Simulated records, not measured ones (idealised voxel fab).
process module | voxel self aligned contacts
cross-section cut | 270 nm wide | cells 5 nm
A cross-section is a grid of square cells, given in bands from the top down. A band is one or more rows of cells.
Each band's line starts with the height of the band's top and of its bottom, in nm. Then come its materials from left to right, each with its width in nm. One material with "throughout" fills the band from edge to edge. "air" is empty space.
Height 0 is the level under which the wafer as received is all one material. The lowest band goes on downwards, as in "0 down".
A width such as "30 to 40" changes by the same amount from each row of cells to the next, from the band's top row to its bottom row.
"no change" after a step means that no cell of the cross-section changed.
closed voids: empty space of 8 cells or more with no open way to the top, each as width x height at its distance from the left edge, in nm
after a step's settings: what the simulator itself notes on the step
overlay nm, on a step with a mask: how far to the right of its planned place the mask lay; to the left if negative
plan
1 op RECEIVE | material Si
2 op OXIDIZE | depth nm 5
3 op DIRECTIONAL_DEP | material polySi | thk nm 30
4 op DIRECTIONAL_DEP | material SiN | thk nm 15
5 op MASKED_ETCH | tone cover | mask id GATE | width nm 25 | pitch nm 55 | etch materials SiN | depth nm 15 | overlay nm 0
6 op MASKED_ETCH | tone cover | mask id GATE | width nm 25 | pitch nm 55 | etch materials polySi | depth nm 30 | overlay nm 0
7 op CONFORMAL_DEP | material SiN | thk nm 5
8 op DIRECTIONAL_ETCH | etch materials SiN | depth nm 5
9 op FILL_DEP | material SiO2 | thk nm 10
10 op CMP | height nm 50
11 op MASKED_ETCH | tone open | mask id CONTACT | width nm 40 | pitch nm 55 | etch materials SiO2 | depth nm 55 | overlay nm 0
12 op CONFORMAL_DEP | material TiN | thk nm 5
13 op FILL_DEP | material Ru | thk nm 10
14 op CMP | height nm 50
15 op CONFORMAL_DEP | material SiCN | thk nm 5
as received, after step 1
  0 down: Si throughout
  closed voids: none
a wafer at the end: this start, this plan, one mistake
  55 to 50: SiCN throughout
  50 to 45: SiO2 85 | TiN 40 | SiO2 15 | TiN 40 | SiO2 90
  45 to 30: SiO2 55 | SiN 45 | TiN 10 | SiN 45 | TiN 10 | SiN 45 | SiO2 60
  30 to 0: SiO2 55 | SiN 5 | polySi 35 | SiN 5 | TiN 10 | SiN 5 | polySi 35 | SiN 5 | TiN 10 | SiN 5 | polySi 35 | SiN 5 | SiO2 60
  0 to -5: SiO2 100 | TiN 10 | SiO2 45 | TiN 10 | SiO2 105
  -5 down: Si throughout
  closed voids: none
what went wrong: step 5 ran as: op MASKED_ETCH | tone cover | mask id GATE | width nm 35 | pitch nm 55 | etch materials SiN | depth nm 15 | overlay nm 0
